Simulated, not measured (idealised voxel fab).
Herein follows the process module entitled voxel trench capacitor.
Square cell edge 5 nm, section width 245 nm, ID cut.
When this document writes out a cross-section, it uses a grid of square cells and lists it as bands, beginning at the top and moving down, with a band standing for one or more rows of cells. Quick guide to a band line: top height, bottom height (nm) up front; then every material left to right with its width in nm. Only one material and it's marked "edge to edge"? Then it fills the band edge to edge. And "blank" just means empty space. Heights are reckoned from 0. Under this level, the received wafer is all of one material. The bottommost band is open-ended downward, for example "0 -> down". With a width like "30..40", each row of cells in the band differs from the next by the same amount, the top row carrying the first number and the bottom row the second. When a step is marked "stayed the same", none of the cells in the cross-section changed during that step. Closed-off voids of 8+ cells (no open route to the top) go in "Closed empty spaces", written width x height at distance from the left edge, in nm. Note: text after step settings on the step line = simulator remark on that step. "overlay nm" answers the question of how far to the right of plan the mask lay on a step that has a mask, and when it is negative the answer is to the left.

# Set out below are the planned steps of the process
- 1: RECEIVE,material Si
- 2: CONFORMAL_DEP,material SiN,thk nm 5
- 3: DIRECTIONAL_DEP,material aC,thk nm 15
- 4: PATTERN,tone open,mask id TRENCH,material resist,width nm 15,pitch nm 35,thk nm 35,overlay nm 0
- 5: DIRECTIONAL_ETCH,etch materials aC,depth nm 15
- 6: STRIP,etch materials resist
- 7: DIRECTIONAL_ETCH,etch materials SiN,depth nm 5
- 8: DIRECTIONAL_ETCH,etch materials Si,depth nm 35
- 9: STRIP,etch materials aC
- 10: CONFORMAL_DEP,material SiO2,thk nm 5
- 11: FILL_DEP,material polySi,thk nm 10
- 12: CMP,height nm 5

# First out of two wafers; run went to plan

# As received (post step 1): cross-section
  0 -> down = Si edge to edge
  Closed empty spaces: none

# Cross-sectional representation of the wafer at the conclusion of step 2
  5 -> 0 = SiN edge to edge
  Under the height 0 nothing was changed.

# Cross-sectional representation of the wafer at the conclusion of step 3
  20 -> 5 = aC edge to edge
  Under the height 5 nothing was changed.

# Cross-sectional representation of the wafer at the conclusion of step 4
  55 -> 20 = resist 95 nm; blank 15 nm; resist 20 nm; blank 15 nm; resist 100 nm
  Under the height 20 nothing was changed.

# Cross-sectional representation of the wafer at the conclusion of step 5
  40 -> 20 = resist 95 nm; blank 15 nm; resist 20 nm; blank 15 nm; resist 100 nm
  20 -> 5 = aC 95 nm; blank 15 nm; aC 20 nm; blank 15 nm; aC 100 nm
  Under the height 5 nothing was changed.

# Cross-sectional representation of the wafer at the conclusion of step 6
  20 -> 5 = aC 95 nm; blank 15 nm; aC 20 nm; blank 15 nm; aC 100 nm
  Under the height 5 nothing was changed.

# Cross-sectional representation of the wafer at the conclusion of step 7
  20 -> 5 = aC 95 nm; blank 15 nm; aC 20 nm; blank 15 nm; aC 100 nm
  5 -> 0 = SiN 95 nm; blank 15 nm; SiN 20 nm; blank 15 nm; SiN 100 nm
  Under the height 0 nothing was changed.

# Cross-sectional representation of the wafer at the conclusion of step 8
  20 -> 5 = aC 95 nm; blank 15 nm; aC 20 nm; blank 15 nm; aC 100 nm
  5 -> 0 = SiN 95 nm; blank 15 nm; SiN 20 nm; blank 15 nm; SiN 100 nm
  0 -> -35 = Si 95 nm; blank 15 nm; Si 20 nm; blank 15 nm; Si 100 nm
  Under the height -35 nothing was changed.

# Cross-sectional representation of the wafer at the conclusion of step 9
  5 -> 0 = SiN 95 nm; blank 15 nm; SiN 20 nm; blank 15 nm; SiN 100 nm
  Under the height 0 nothing was changed.

# Cross-sectional representation of the wafer at the conclusion of step 10
  10 -> 5 = SiO2 100 nm; blank 5 nm; SiO2 30 nm; blank 5 nm; SiO2 105 nm
  5 -> 0 = SiN 95 nm; SiO2 5 nm; blank 5 nm; SiO2 5 nm; SiN 20 nm; SiO2 5 nm; blank 5 nm; SiO2 5 nm; SiN 100 nm
  0 -> -30 = Si 95 nm; SiO2 5 nm; blank 5 nm; SiO2 5 nm; Si 20 nm; SiO2 5 nm; blank 5 nm; SiO2 5 nm; Si 100 nm
  -30 -> -35 = Si 95 nm; SiO2 15 nm; Si 20 nm; SiO2 15 nm; Si 100 nm
  Under the height -35 nothing was changed.

# Cross-sectional representation of the wafer at the conclusion of step 11
  20 -> 10 = polySi edge to edge
  10 -> 5 = SiO2 100 nm; polySi 5 nm; SiO2 30 nm; polySi 5 nm; SiO2 105 nm
  5 -> 0 = SiN 95 nm; SiO2 5 nm; polySi 5 nm; SiO2 5 nm; SiN 20 nm; SiO2 5 nm; polySi 5 nm; SiO2 5 nm; SiN 100 nm
  0 -> -30 = Si 95 nm; SiO2 5 nm; polySi 5 nm; SiO2 5 nm; Si 20 nm; SiO2 5 nm; polySi 5 nm; SiO2 5 nm; Si 100 nm
  Under the height -30 nothing was changed.

# Cross-sectional representation of the wafer at the conclusion of step 12
  5 -> 0 = SiN 95 nm; SiO2 5 nm; polySi 5 nm; SiO2 5 nm; SiN 20 nm; SiO2 5 nm; polySi 5 nm; SiO2 5 nm; SiN 100 nm
  Under the height 0 nothing was changed.

# It is to be noted that the second wafer proceeded from the same initial state and according to the same plan as the first, although one mistake was committed in its execution; through step 7, inclusive, the two wafers share an identical history

# Planned end of step 8: second wafer, cross-section
  20 -> 5 = aC 95 nm; blank 15 nm; aC 20 nm; blank 15 nm; aC 100 nm
  5 -> 0 = SiN 95 nm; blank 15 nm; SiN 20 nm; blank 15 nm; SiN 100 nm
  0 -> -70 = Si 95 nm; blank 15 nm; Si 20 nm; blank 15 nm; Si 100 nm
  Under the height -70 nothing was changed.

# Planned end of step 9: second wafer, cross-section
  5 -> 0 = SiN 95 nm; blank 15 nm; SiN 20 nm; blank 15 nm; SiN 100 nm
  Under the height 0 nothing was changed.

# Planned end of step 10: second wafer, cross-section
  10 -> 5 = SiO2 100 nm; blank 5 nm; SiO2 30 nm; blank 5 nm; SiO2 105 nm
  5 -> 0 = SiN 95 nm; SiO2 5 nm; blank 5 nm; SiO2 5 nm; SiN 20 nm; SiO2 5 nm; blank 5 nm; SiO2 5 nm; SiN 100 nm
  0 -> -65 = Si 95 nm; SiO2 5 nm; blank 5 nm; SiO2 5 nm; Si 20 nm; SiO2 5 nm; blank 5 nm; SiO2 5 nm; Si 100 nm
  -65 -> -70 = Si 95 nm; SiO2 15 nm; Si 20 nm; SiO2 15 nm; Si 100 nm
  Under the height -70 nothing was changed.

# Planned end of step 11: second wafer, cross-section
  20 -> 10 = polySi edge to edge
  10 -> 5 = SiO2 100 nm; polySi 5 nm; SiO2 30 nm; polySi 5 nm; SiO2 105 nm
  5 -> 0 = SiN 95 nm; SiO2 5 nm; polySi 5 nm; SiO2 5 nm; SiN 20 nm; SiO2 5 nm; polySi 5 nm; SiO2 5 nm; SiN 100 nm
  0 -> -65 = Si 95 nm; SiO2 5 nm; polySi 5 nm; SiO2 5 nm; Si 20 nm; SiO2 5 nm; polySi 5 nm; SiO2 5 nm; Si 100 nm
  Under the height -65 nothing was changed.

# Planned end of step 12: second wafer, cross-section
  5 -> 0 = SiN 95 nm; SiO2 5 nm; polySi 5 nm; SiO2 5 nm; SiN 20 nm; SiO2 5 nm; polySi 5 nm; SiO2 5 nm; SiN 100 nm
  Under the height 0 nothing was changed.
Deviation noted in wafer processing: plan step 8 was conducted twice
Final difference in cells, second wafer against first, listed per material as more or fewer: Si: 42 fewer; SiO2: 28 more; polySi: 14 more
